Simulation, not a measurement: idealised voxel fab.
Process module heading - voxel lift off
For reference, the cross-section in this document is cut, with width 225 nm and square cells of 5 nm.
Heads up, the way a cross-section reads in here is a grid of square cells, handed over as bands from the top down, with every band being one or more rows of cells. The band entry comprises the height of the band's top followed by the height of its bottom, expressed in nm, and subsequently the band's materials from left to right, each stated together with its width in nm. Where a single material is marked with the word "edge to edge", that material fills the band from edge to edge. The word "air" represents empty space. The level at which height equals 0 is the one under which the wafer, as it arrives, is entirely one material. No lower edge exists for the bottom band, which continues downward and is notated as in "0..down". A two-number width, for instance "30->40", indicates that the width is equal to the first number in the top row of the band and to the second number in the bottom row, and that it changes by a constant amount per row of cells. Step note "nothing different" = no cross-section cell changed. Voids not open to the top, 8 cells minimum: see "Closed void inventory". Written width x height at distance; distance is from the left edge; nm. On a step's line, text after the settings is the simulator commenting on that step. overlay nm: right-of-plan distance of the mask on a masked step; negative values mean left-of-plan.

### The planned process steps are enumerated hereunder
1. RECEIVE: material Si
2. CONFORMAL_DEP: material SiO2, thk nm 10
3. PATTERN: tone open, mask id LINES, material resist, width nm 20, pitch nm 50, thk nm 20, overlay nm 0
4. DIRECTIONAL_DEP: material Ru, thk nm 5
5. STRIP: etch materials resist
6. CONFORMAL_DEP: material SiO2, thk nm 5

### as received, after step 1
  0..down = Si edge to edge
  Closed void inventory: none

### The plan above was carried out on the starting structure above with one mistake, and this cross-section shows the wafer at the end of the module
  20..15 = SiO2 (80), then air (10), then SiO2 (40), then air (10), then SiO2 (85)
  15..10 = Ru (75), then SiO2 (20), then Ru (30), then SiO2 (20), then Ru (80)
  10..0 = SiO2 edge to edge
  0..down = Si edge to edge
  Closed void inventory: none
Want to know what went wrong? for step 3, the planned setting was not used; the step was instead run as PATTERN: tone cover, mask id LINES, material resist, width nm 20, pitch nm 50, thk nm 20, overlay nm 0
